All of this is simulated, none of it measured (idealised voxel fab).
Process module in this document: voxel ribs on slabs
Shown is cross-section cut, with a width of 175 nm and square cells of size 5 nm.
Square cells in a grid make up a cross-section in this document, and the grid is given as bands, listed from the top down, each one or more rows of cells.
The band entry comprises the height of the band's top followed by the height of its bottom, expressed in nm, and subsequently the band's materials from left to right, each stated together with its width in nm. Where a single material is marked with the word "edge to edge", that material fills the band from edge to edge. The word "air" represents empty space.
Heights from 0 (as-received wafer is one material below). Bottom band endless downward, as "from 0 down".
So if you see something like "30->40" for the width, read it as the top row of the band sitting at the first number and the bottom row at the second, with every row in between moving by the same amount as the last.
Take "remained the same" at face value: in the step it is given for, the cross-section changed in none of its cells.
What "Unvented cavities" gives you is every empty space of 8 cells or more that is cut off from the top. Each appears as width x height at distance, with the distance taken from the left edge and width, height and distance all in nm.
Past the settings on a step's line: simulator remark, on that step.
The optional step-line setting "overlay nm" applies to steps with a mask and quantifies how far to the right of its planned location the mask lay, a negative value indicating leftward placement.

-- Here's what the planned process steps look like
1,op RECEIVE | material Si
2,op DIRECTIONAL_DEP | material SiO2 | thk nm 30
3,op DIRECTIONAL_DEP | material SiN | thk nm 20
4,op MASKED_ETCH | tone cover | mask id RIB | width nm 25 | etch materials SiN | depth nm 5 | overlay nm 0
5,op PATTERN | tone cover | mask id SLAB | material resist | width nm 85 | thk nm 15 | overlay nm 0
6,op DIRECTIONAL_ETCH | etch materials SiN | depth nm 15
7,op STRIP | etch materials resist
8,op FILL_DEP | material SiO2 | thk nm 20
9,op CMP | height nm 60
10,op DIRECTIONAL_DEP | material W | thk nm 5
11,op DIRECTIONAL_DEP | material aC | thk nm 10
12,op PATTERN | tone cover | mask id HEATER | material resist | width nm 25 | thk nm 30 | overlay nm 0
13,op DIRECTIONAL_ETCH | etch materials aC | depth nm 10
14,op STRIP | etch materials resist
15,op DIRECTIONAL_ETCH | etch materials W | depth nm 5
16,op STRIP | etch materials aC
17,op CONFORMAL_DEP | material SiN | thk nm 5
The plan's step 12 width nm is the first wafer's value; the wafers differ in this setting and start identical.

-- As-received state after step 1, first of several wafers, cross-section
	from 0 down  Si edge to edge
	Unvented cavities: none

-- The figure below presents a cross-section of the first of several wafers at the conclusion of the module, following its last step, step 17
	from 70 to 65  air (70) | SiN (35) | air (70)
	from 65 to 60  SiN (75) | W (25) | SiN (75)
	from 60 to 50  SiO2 edge to edge
	from 50 to 45  SiO2 (75) | SiN (25) | SiO2 (75)
	from 45 to 30  SiO2 (45) | SiN (85) | SiO2 (45)
	from 30 to 0  SiO2 edge to edge
	from 0 down  Si edge to edge
	Unvented cavities: none

-- The last wafer as seen in cross-section at the end of the module
	from 70 to 65  air (60) | SiN (60) | air (55)
	from 65 to 60  SiN (65) | W (50) | SiN (60)
	from 60 to 50  SiO2 edge to edge
	from 50 to 45  SiO2 (75) | SiN (25) | SiO2 (75)
	from 45 to 30  SiO2 (45) | SiN (85) | SiO2 (45)
	from 30 to 0  SiO2 edge to edge
	from 0 down  Si edge to edge
	Unvented cavities: none

-- Tabulated below, wafer by wafer, are the end-of-module results: for each material, the number of cells gained (+) or lost (-) relative to the as-received state, followed by the closed voids
width nm 25; +93 SiN; +364 SiO2; +5 W; Unvented cavities: none
width nm 30; +93 SiN; +364 SiO2; +6 W; Unvented cavities: none
width nm 35; +93 SiN; +364 SiO2; +7 W; Unvented cavities: none
width nm 40; +93 SiN; +364 SiO2; +8 W; Unvented cavities: none
width nm 45; +93 SiN; +364 SiO2; +9 W; Unvented cavities: none
width nm 50; +93 SiN; +364 SiO2; +10 W; Unvented cavities: none
